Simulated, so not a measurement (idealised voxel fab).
The following process module bears the name voxel gate over fins.
We display cut, a cross-section 185 nm in width whose square cells are each 5 nm.
This document writes a cross-section as a grid whose cells are square, and gives it as bands, listed from the top down; one or more rows of cells form a band.
This entry defines a band. It first specifies the height of the band's top and the height of its bottom in nm, and then specifies the band's materials from left to right, stating each material with its width in nm. The word "all across" identifies a single material that fills the band from edge to edge, while the word "empty" identifies empty space.
Note: height 0 marks the level under which the wafer is uniformly one material as received. Lowest band unbounded below, written "0 -> down".
Width: "30..40" (first number = top row, second number = bottom row, same change from row to row of cells).
"no change occurred" means the step left every cell of the cross-section as it was.
What "Sealed internal voids" gives you is every empty space of 8 cells or more that is cut off from the top. Each appears as width x height at distance, with the distance taken from the left edge and width, height and distance all in nm.
If you see something after the settings on a step's line, that's the simulator's own remark about that step.
"overlay nm" on a masked step: distance the mask lay right of its planned place, negative for left.

THE PROCESS STEPS THAT WERE PLANNED ARE LISTED BELOW
- 1: RECEIVE | material Si
- 2: CONFORMAL_DEP | material SiN | thk nm 5
- 3: DIRECTIONAL_DEP | material aC | thk nm 15
- 4: PATTERN | tone cover | mask id FINS | material resist | width nm 15 | pitch nm 35 | thk nm 30 | overlay nm 0
- 5: DIRECTIONAL_ETCH | etch materials aC | depth nm 5
- 6: STRIP | etch materials resist
- 7: DIRECTIONAL_ETCH | etch materials SiN | depth nm 5
- 8: DIRECTIONAL_ETCH | etch materials Si | depth nm 30
- 9: STRIP | etch materials aC
- 10: OXIDIZE | depth nm 5
- 11: FILL_DEP | material SiO2 | thk nm 15
- 12: CMP | height nm 5
- 13: SELECTIVE_ETCH | etch materials SiO2 | depth nm 15
- 14: STRIP | etch materials SiN
- 15: CONFORMAL_DEP | material HfO2 | thk nm 5
- 16: CONFORMAL_DEP | material TiN | thk nm 5
- 17: CONFORMAL_DEP | material TiAl | thk nm 5
- 18: CONFORMAL_DEP | material TiN | thk nm 5
- 19: FILL_DEP | material W | thk nm 10
- 20: CMP | height nm 25
- 21: CONFORMAL_DEP | material SiCN | thk nm 5
The wafers are alike at the start. At step 5, their depth nm differs. The plan lists the first wafer's value.

AS-RECEIVED CROSS-SECTION, FIRST OF SEVERAL WAFERS, POST STEP 1
- 0 -> down: Si all across
- Sealed internal voids: none

MODULE END STATE AFTER FINAL STEP 21: CROSS-SECTION OF THE FIRST OF SEVERAL WAFERS
- 30 -> 25: SiCN all across
- 25 -> 20: W all across
- 20 -> 15: TiN all across
- 15 -> 10: TiAl all across
- 10 -> 5: TiN all across
- 5 -> 0: HfO2 all across
- 0 -> down: Si all across
- Sealed internal voids: none

CROSS-SECTION, MODULE END, FINAL OF SEVERAL WAFERS
- 30 -> 25: SiCN all across
- 25 -> 20: W all across
- 20 -> 15: 15 of W | 150 of TiN | 20 of W
- 15 -> 10: 15 of W | 5 of TiN | 140 of TiAl | 5 of TiN | 20 of W
- 10 -> 5: 20 of TiN | 5 of TiAl | 25 of TiN | 10 of TiAl | 25 of TiN | 10 of TiAl | 25 of TiN | 10 of TiAl | 25 of TiN | 5 of TiAl | 25 of TiN
- 5 -> 0: 25 of TiAl | 5 of TiN | 15 of HfO2 | 5 of TiN | 10 of TiAl | 5 of TiN | 15 of HfO2 | 5 of TiN | 10 of TiAl | 5 of TiN | 15 of HfO2 | 5 of TiN | 10 of TiAl | 5 of TiN | 15 of HfO2 | 5 of TiN | 30 of TiAl
- 0 -> -5: 30 of TiN | 5 of HfO2 | 5 of Si | 5 of HfO2 | 20 of TiN | 5 of HfO2 | 5 of Si | 5 of HfO2 | 20 of TiN | 5 of HfO2 | 5 of Si | 5 of HfO2 | 20 of TiN | 5 of HfO2 | 5 of Si | 5 of HfO2 | 35 of TiN
- -5 -> -10: 35 of HfO2 | 5 of Si | 30 of HfO2 | 5 of Si | 30 of HfO2 | 5 of Si | 30 of HfO2 | 5 of Si | 40 of HfO2
- -10 -> -35: 35 of SiO2 | 5 of Si | 30 of SiO2 | 5 of Si | 30 of SiO2 | 5 of Si | 30 of SiO2 | 5 of Si | 40 of SiO2
- -35 -> down: Si all across
- Sealed internal voids: none

EACH ROW BELOW IS A WAFER AT THE END OF THE MODULE, LISTING FOR EVERY MATERIAL THE NUMBER OF CELLS IT HAS GAINED (+) OR LOST (-) SINCE IT WAS RECEIVED, FOLLOWED BY ITS CLOSED VOIDS
depth nm 5, +37 HfO2, +37 SiCN, +37 TiAl, +74 TiN, +37 W, Sealed internal voids: none
depth nm 10, +37 HfO2, +37 SiCN, +37 TiAl, +74 TiN, +37 W, Sealed internal voids: none
depth nm 15, +53 HfO2, -231 Si, +37 SiCN, +165 SiO2, +53 TiAl, +94 TiN, +51 W, Sealed internal voids: none
depth nm 20, +53 HfO2, -231 Si, +37 SiCN, +165 SiO2, +53 TiAl, +94 TiN, +51 W, Sealed internal voids: none
depth nm 25, +53 HfO2, -231 Si, +37 SiCN, +165 SiO2, +53 TiAl, +94 TiN, +51 W, Sealed internal voids: none
depth nm 30, +53 HfO2, -231 Si, +37 SiCN, +165 SiO2, +53 TiAl, +94 TiN, +51 W, Sealed internal voids: none
